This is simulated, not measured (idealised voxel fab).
Process module under the name voxel fin reveal
Shown is cross-section cut, with a width of 190 nm and square cells of size 5 nm.
Cross-section layout: square cells on a grid; listed as bands, top to bottom; a band spans one or more cell rows.
Heights first: top, then bottom, in nm. Then materials, left to right, each with a width in nm. "all across" on a single material: fills the band edge to edge. "empty": empty space.
Below 0: as-received wafer, all one material; heights counted from there. Lowest band: no bottom, goes on down, written "0 -> down".
The two numbers in a width such as "30..40" mark its ends across the band: the first belongs to the top row of cells, the second to the bottom row, and from each row to the next the width moves by the same amount.
Where a step carries "identical to before", the cross-section came out of it unchanged, cell for cell.
Enclosed voids (no open way to top), threshold 8 cells or more, entry "Fully sealed cavities", notation width x height at distance, distance from left edge, nm.
That trailing text on a step's line, after the settings, is the simulator's own remark on the step.
overlay nm: on a step with a mask, how far right of its planned place the mask lay; negative means left.
List of planned process steps:
1: op RECEIVE | material Si
2: op CONFORMAL_DEP | material SiN | thk nm 5
3: op MASKED_ETCH | tone cover | mask id FINS | width nm 15 | pitch nm 40 | etch materials SiN | depth nm 5 | overlay nm 0
4: op MASKED_ETCH | tone cover | mask id FINS | width nm 15 | pitch nm 40 | etch materials Si | depth nm 35 | overlay nm 0
5: op OXIDIZE | depth nm 5
6: op FILL_DEP | material SiO2 | thk nm 15
7: op CMP | height nm 5
8: op SELECTIVE_ETCH | etch materials SiO2 | depth nm 15
9: op STRIP | etch materials SiN
The cross-section here shows the wafer as received, i.e. in its state after step 1:
    0 -> down: Si all across
    Fully sealed cavities: none
Final wafer profile in cross-section after the module, from the same start and plan as above, with one mistake made during processing:
    0 -> -10: empty=30, Si=5, empty=35, Si=5, empty=35, Si=5, empty=35, Si=5, empty=35
    -10 -> -45: SiO2=30, Si=5, SiO2=35, Si=5, SiO2=35, Si=5, SiO2=35, Si=5, SiO2=35
    -45 -> down: Si all across
    Fully sealed cavities: none
Error vs. plan: it should be noted that step 4 was executed with settings other than those planned, the operation and settings actually applied being op MASKED_ETCH | tone cover | mask id FINS | width nm 15 | pitch nm 40 | etch materials Si | depth nm 40 | overlay nm 0
